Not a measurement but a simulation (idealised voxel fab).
process module | voxel gate over fins
Shown is cross-section cut, with a width of 205 nm and square cells of size 5 nm.
Heads up, the way a cross-section reads in here is a grid of square cells, handed over as bands from the top down, with every band being one or more rows of cells. Look at the band entry: it leads with the top's height and the bottom's height in nm. Then it lists the materials left to right, with a width in nm for each. The word "throughout" on a single material says that material fills the band edge to edge. The word "empty" is empty space. Height is counted from the level 0, under which the received wafer is composed throughout of one material. The lowest of the bands is not closed at the bottom but continues downward, in the notation "top 0, no bottom". Width: "30..40" (first number = top row, second number = bottom row, same change from row to row of cells). Any step labelled "no change" changed none of the cells in the cross-section. In "Closed void catalog" the enclosed voids are listed, meaning empty spaces of 8 cells or larger without any opening to the top. The form is width x height at distance, distance from the left edge, units nm. Heads up: the bit after the settings on a step's line is the simulator's remark on that step. Regarding "overlay nm": on a step with a mask, it is the distance the mask lay to the right of its planned place; a negative value places it to the left.

The process steps that were planned are listed below:
- 1: RECEIVE | material Si
- 2: CONFORMAL_DEP | material SiN | thk nm 10
- 3: DIRECTIONAL_DEP | material aC | thk nm 10
- 4: PATTERN | tone cover | mask id FINS | material resist | width nm 15 | pitch nm 40 | thk nm 25 | overlay nm 0
- 5: DIRECTIONAL_ETCH | etch materials aC | depth nm 10
- 6: STRIP | etch materials resist
- 7: DIRECTIONAL_ETCH | etch materials SiN | depth nm 10
- 8: DIRECTIONAL_ETCH | etch materials Si | depth nm 40
- 9: STRIP | etch materials aC
- 10: OXIDIZE | depth nm 5
- 11: FILL_DEP | material SiO2 | thk nm 15
- 12: CMP | height nm 10
- 13: SELECTIVE_ETCH | etch materials SiO2 | depth nm 20
- 14: STRIP | etch materials SiN
- 15: CONFORMAL_DEP | material HfO2 | thk nm 5
- 16: CONFORMAL_DEP | material TiN | thk nm 5
- 17: FILL_DEP | material W | thk nm 10
- 18: CMP | height nm 15
- 19: CONFORMAL_DEP | material SiCN | thk nm 5

Delivered wafer in cross-section: state after step 1:
	top 0, no bottom = Si throughout
	Closed void catalog: none

A wafer at the end: this start, this plan, one mistake:
	top 20, bottom 15 = SiCN throughout
	top 15, bottom 10 = W throughout
	top 10, bottom 5 = W: 20 / TiN: 25 / W: 15 / TiN: 25 / W: 15 / TiN: 25 / W: 15 / TiN: 25 / W: 40
	top 5, bottom 0 = W: 20 / TiN: 5 / HfO2: 15 / TiN: 5 / W: 15 / TiN: 5 / HfO2: 15 / TiN: 5 / W: 15 / TiN: 5 / HfO2: 15 / TiN: 5 / W: 15 / TiN: 5 / HfO2: 15 / TiN: 5 / W: 40
	top 0, bottom -5 = TiN: 25 / HfO2: 5 / Si: 5 / HfO2: 5 / TiN: 25 / HfO2: 5 / Si: 5 / HfO2: 5 / TiN: 25 / HfO2: 5 / Si: 5 / HfO2: 5 / TiN: 25 / HfO2: 5 / Si: 5 / HfO2: 5 / TiN: 45
	top -5, bottom -10 = HfO2: 30 / Si: 5 / HfO2: 35 / Si: 5 / HfO2: 35 / Si: 5 / HfO2: 35 / Si: 5 / HfO2: 50
	top -10, bottom -45 = SiO2: 30 / Si: 5 / SiO2: 35 / Si: 5 / SiO2: 35 / Si: 5 / SiO2: 35 / Si: 5 / SiO2: 50
	top -45, no bottom = Si throughout
	Closed void catalog: none
Against the plan, the run slipped here: step 4 did not use the planned setting and instead ran as PATTERN | tone cover | mask id FINS | material resist | width nm 15 | pitch nm 40 | thk nm 25 | overlay nm -10
